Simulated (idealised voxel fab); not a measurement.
The name of this process module is voxel gate over fins.
In the cross-section labelled cut, the width is 230 nm and each square cell is 5 nm.
Each cross-section below is a grid of square cells, stated as bands in top-down order, with one or more rows of cells making up each band. The entry gives the band's vertical extent as a top height and a bottom height in nm, then its horizontal make-up as materials from left to right, each with a width in nm. "blank" stands for empty space; a single material marked "edge to edge" fills the band edge to edge. It should be noted that heights are counted from 0, beneath which the wafer as supplied is of one material throughout, and that the lowest band possesses no lower boundary but continues downward, as written in "0 down". The notation "30 to 40" denotes a width that varies across the rows of cells in the band, beginning at the first number in the top row, finishing at the second number in the bottom row, and changing by an identical amount from each row to the next. "nothing altered" -> step changed no cross-section cell. You'll see "Non-vented voids" listing empty spaces that have no way open to the top, as long as they're 8 cells or more; the notation is width x height at distance, where the distance is from the left edge, and all of it is in nm. Where a step's line continues beyond its settings, the continuation is a remark by the simulator itself on that step. overlay nm: step with mask; distance mask lay right of planned place; negative value = left of planned place.

### Below is the list of planned process steps
1. RECEIVE, material Si
2. CONFORMAL_DEP, material SiN, thk nm 10
3. PATTERN, tone cover, mask id FINS, material resist, width nm 15, pitch nm 40, thk nm 15, overlay nm 0
4. DIRECTIONAL_ETCH, etch materials SiN, depth nm 10
5. DIRECTIONAL_ETCH, etch materials Si, depth nm 40
6. STRIP, etch materials resist
7. OXIDIZE, depth nm 5
8. FILL_DEP, material SiO2, thk nm 15
9. CMP, height nm 10
10. SELECTIVE_ETCH, etch materials SiO2, depth nm 20
11. STRIP, etch materials SiN
12. CONFORMAL_DEP, material HfO2, thk nm 5
13. CONFORMAL_DEP, material TiN, thk nm 5
14. CONFORMAL_DEP, material TiAl, thk nm 5
15. CONFORMAL_DEP, material TiN, thk nm 5
16. FILL_DEP, material W, thk nm 10
17. CMP, height nm 25
18. CONFORMAL_DEP, material SiCN, thk nm 5
Same starting wafers, different width nm at step 3. Plan value belongs to the first wafer.

### Cross-sectional view of the first of several wafers in the as-received condition, corresponding to the state following step 1
> 0 down | Si edge to edge
> Non-vented voids: none

### Take any row and you have a wafer at the end of the module: how many cells of each material it has gained (+) or lost (-) since it was received, and then its closed voids
width nm 15, +58 HfO2, -387 Si, +46 SiCN, +301 SiO2, +58 TiAl, +112 TiN, +88 W, Non-vented voids: none
width nm 20, +58 HfO2, -360 Si, +46 SiCN, +280 SiO2, +58 TiAl, +108 TiN, +86 W, Non-vented voids: none
width nm 25, +58 HfO2, -333 Si, +46 SiCN, +259 SiO2, +54 TiAl, +108 TiN, +84 W, Non-vented voids: none
